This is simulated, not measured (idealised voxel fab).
Module name: voxel capacitor over wiring (process module)
Cross-section cut spans 280 nm and uses square cells 5 nm in size.
Cross-section, as written here: a square-cell grid given band by band from the top down, where a band holds one or more rows of cells. It is stipulated that each band's entry specify, in nanometres, the height of the top of the band and then that of its bottom, followed by the materials of the band in left-to-right sequence, each together with its width in nanometres. A single material marked by the word "throughout" is understood to fill the band from edge to edge; the word "air" is understood to denote empty space. We count height from 0. Below that, the starting wafer is all one material. The lowest band never ends at the bottom but goes on down; see "0..down" for how that is written. Quick explanation for "30->40": the width changes in equal steps down the rows of cells, from the first number in the band's top row to the second number in its bottom row. The cross-section has no changed cell in any step marked "nothing was modified". "Closed internal voids": sealed empty spaces, 8 cells or more, no open way to top, listed width x height at distance, with distance from the left edge and width, height and distance in nm. Past the settings on a step's line: simulator remark, on that step. "overlay nm" on a masked step: distance the mask lay right of its planned place, negative for left.

### Planned step list for the process
1) RECEIVE [material Si]
2) CONFORMAL_DEP [material SiO2] [thk nm 10]
3) DIRECTIONAL_DEP [material TiN] [thk nm 5]
4) DIRECTIONAL_DEP [material W] [thk nm 20]
5) MASKED_ETCH [tone cover] [mask id METAL_1] [width nm 25] [pitch nm 85] [etch materials W] [depth nm 20] [overlay nm 0]
6) MASKED_ETCH [tone cover] [mask id METAL_1] [width nm 25] [pitch nm 85] [etch materials TiN] [depth nm 5] [overlay nm 0]
7) CONFORMAL_DEP [material SiN] [thk nm 5]
8) FILL_DEP [material lowk] [thk nm 5]
9) CMP [height nm 35]
10) CONFORMAL_DEP [material SiCN] [thk nm 5]
11) DIRECTIONAL_DEP [material SiO2] [thk nm 15]
12) PATTERN [tone open] [mask id PLUG_1] [material resist] [width nm 15] [thk nm 15] [overlay nm 0]
13) DIRECTIONAL_ETCH [etch materials SiO2] [depth nm 15]
14) DIRECTIONAL_ETCH [etch materials SiCN] [depth nm 5]
15) STRIP [etch materials resist]
16) EPI [material Ru] [thk nm 10]
17) EPI [material Ru] [thk nm 10]
18) DIRECTIONAL_DEP [material TiN] [thk nm 10]
19) DIRECTIONAL_DEP [material HfO2] [thk nm 5]
20) DIRECTIONAL_DEP [material TiN] [thk nm 5]
21) DIRECTIONAL_DEP [material aC] [thk nm 15]
22) PATTERN [tone cover] [mask id UPPER_PLATE] [material resist] [width nm 65] [thk nm 30] [overlay nm 0]
23) DIRECTIONAL_ETCH [etch materials aC] [depth nm 15]
24) STRIP [etch materials resist]
25) DIRECTIONAL_ETCH [etch materials TiN] [depth nm 5]
26) DIRECTIONAL_ETCH [etch materials HfO2] [depth nm 5]
27) STRIP [etch materials aC]
28) DIRECTIONAL_DEP [material aC] [thk nm 15]
29) PATTERN [tone cover] [mask id LOWER_PLATE] [material resist] [width nm 75] [thk nm 35] [overlay nm 0]
30) DIRECTIONAL_ETCH [etch materials aC] [depth nm 15]
31) STRIP [etch materials resist]
32) DIRECTIONAL_ETCH [etch materials TiN] [depth nm 10]
33) STRIP [etch materials aC]
34) FILL_DEP [material SiO2] [thk nm 15]
35) CMP [height nm 85]
36) DIRECTIONAL_DEP [material aC] [thk nm 15]
37) PATTERN [tone open] [mask id PLUG_2] [material resist] [width nm 15] [thk nm 35] [overlay nm 0]
38) DIRECTIONAL_ETCH [etch materials aC] [depth nm 15]
39) STRIP [etch materials resist]
40) DIRECTIONAL_ETCH [etch materials SiO2] [depth nm 10]
41) STRIP [etch materials aC]
42) CONFORMAL_DEP [material TiN] [thk nm 5]
43) FILL_DEP [material Cu] [thk nm 5]
44) CMP [height nm 85]
45) CONFORMAL_DEP [material SiCN] [thk nm 5]

### Here's what the wafer looked like in cross-section when it arrived - that's after step 1
    0..down | Si throughout
    Closed internal voids: none

### Cross-section at module end, one run error; start and plan unchanged from above
    90..85 | SiCN throughout
    85..80 | 105 of SiO2 / 5 of TiN / 5 of Cu / 5 of TiN / 160 of SiO2
    80..70 | 105->95 of SiO2 / 15->65 of TiN / 160->120 of SiO2
    70..65 | 95 of SiO2 / 65 of HfO2 / 120 of SiO2
    65..55 | 90 of SiO2 / 75 of TiN / 115 of SiO2
    55..40 | 85 of SiO2 / 15 of Ru / 180 of SiO2
    40..35 | 85 of SiCN / 15 of Ru / 180 of SiCN
    35..15 | 80 of lowk / 5 of SiN / 25 of W / 5 of SiN / 50 of lowk / 5 of SiN / 25 of W / 5 of SiN / 80 of lowk
    15..10 | 85 of SiN / 25 of TiN / 60 of SiN / 25 of TiN / 85 of SiN
    10..0 | SiO2 throughout
    0..down | Si throughout
    Closed internal voids: none
Where did the run depart from the plan? for step 12, the planned setting was not used; the step was instead run as PATTERN [tone open] [mask id PLUG_1] [material resist] [width nm 15] [thk nm 15] [overlay nm -10]
